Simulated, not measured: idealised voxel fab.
Documented hereafter: the process module known as voxel lift off.
Section shown: cut. Width: 215 nm. Cell size: 5 nm, square.
For the purposes of this document, a cross-section shall be understood as a grid of square cells, specified as bands listed in top-to-bottom order, each band consisting of one or more rows of cells. For a band, the entry starts with two heights in nm, that of the top and then that of the bottom, and carries on with the band's materials in order from left to right, each alongside its width in nm; the word "edge to edge" beside a single material means it fills the band edge to edge, and "blank" means empty space. It should be noted that heights are counted from 0, beneath which the wafer as supplied is of one material throughout, and that the lowest band possesses no lower boundary but continues downward, as written in "from 0 down". Width "30..40": first value at the band's top row of cells, second value at its bottom row, equal change from row to row. When a step is marked "nothing got changed", none of the cells in the cross-section changed during that step. "Voids, sealed" specifies each empty space that is not open to the top and that occupies no fewer than 8 cells, using the form width x height at distance, the distance measured from the left edge and all three quantities in nm. Text after the settings on a step's line: the simulator's own remark on that step. The optional step-line setting "overlay nm" applies to steps with a mask and quantifies how far to the right of its planned location the mask lay, a negative value indicating leftward placement.
The following list gives the planned process steps
1: RECEIVE, material Si
2: CONFORMAL_DEP, material SiN, thk nm 5
3: PATTERN, tone open, mask id LINES, material resist, width nm 20, pitch nm 45, thk nm 20, overlay nm 0
4: DIRECTIONAL_DEP, material Ru, thk nm 5
5: STRIP, etch materials resist
6: CONFORMAL_DEP, material SiCN, thk nm 5
Concerning the first of two wafers, which was run in accordance with the plan
Incoming wafer in cross-section (state: after step 1)
* from 0 down = Si edge to edge
* Voids, sealed: none
Cross-section of the wafer after step 2
* from 5 to 0 = SiN edge to edge
* Lower than 0, everything is as it was.
Cross-section of the wafer after step 3
* from 25 to 5 = resist: 50 / blank: 20 / resist: 25 / blank: 20 / resist: 25 / blank: 20 / resist: 55
* Lower than 5, everything is as it was.
Cross-section of the wafer after step 4
* from 30 to 25 = Ru: 50 / blank: 20 / Ru: 25 / blank: 20 / Ru: 25 / blank: 20 / Ru: 55
* from 25 to 10 = resist: 50 / blank: 20 / resist: 25 / blank: 20 / resist: 25 / blank: 20 / resist: 55
* from 10 to 5 = resist: 50 / Ru: 20 / resist: 25 / Ru: 20 / resist: 25 / Ru: 20 / resist: 55
* Lower than 5, everything is as it was.
Cross-section of the wafer after step 5
* from 10 to 5 = blank: 50 / Ru: 20 / blank: 25 / Ru: 20 / blank: 25 / Ru: 20 / blank: 55
* Lower than 5, everything is as it was.
Cross-section of the wafer after step 6
* from 15 to 10 = blank: 45 / SiCN: 30 / blank: 15 / SiCN: 30 / blank: 15 / SiCN: 30 / blank: 50
* from 10 to 5 = SiCN: 50 / Ru: 20 / SiCN: 25 / Ru: 20 / SiCN: 25 / Ru: 20 / SiCN: 55
* Lower than 5, everything is as it was.
Companion wafer, the second of two: same beginning, same intended sequence, one mistake in carrying it out; through step 4 inclusive it tracks the first exactly
The second wafer in cross-section, at the planned close of step 5
* from 10 to 5 = blank: 50 / Ru: 20 / blank: 25 / Ru: 20 / blank: 25 / Ru: 20 / blank: 55
* Lower than 5, everything is as it was.
The second wafer in cross-section, at the planned close of step 6
* from 15 to 10 = blank: 45 / SiCN: 30 / blank: 15 / SiCN: 30 / blank: 15 / SiCN: 30 / blank: 50
* from 10 to 5 = SiCN: 50 / Ru: 20 / SiCN: 25 / Ru: 20 / SiCN: 25 / Ru: 20 / SiCN: 55
* Lower than 5, everything is as it was.
Short version of what went wrong: the plan had its step 5 run twice
at the end the two cross-sections are the same: no effect in what this model computes
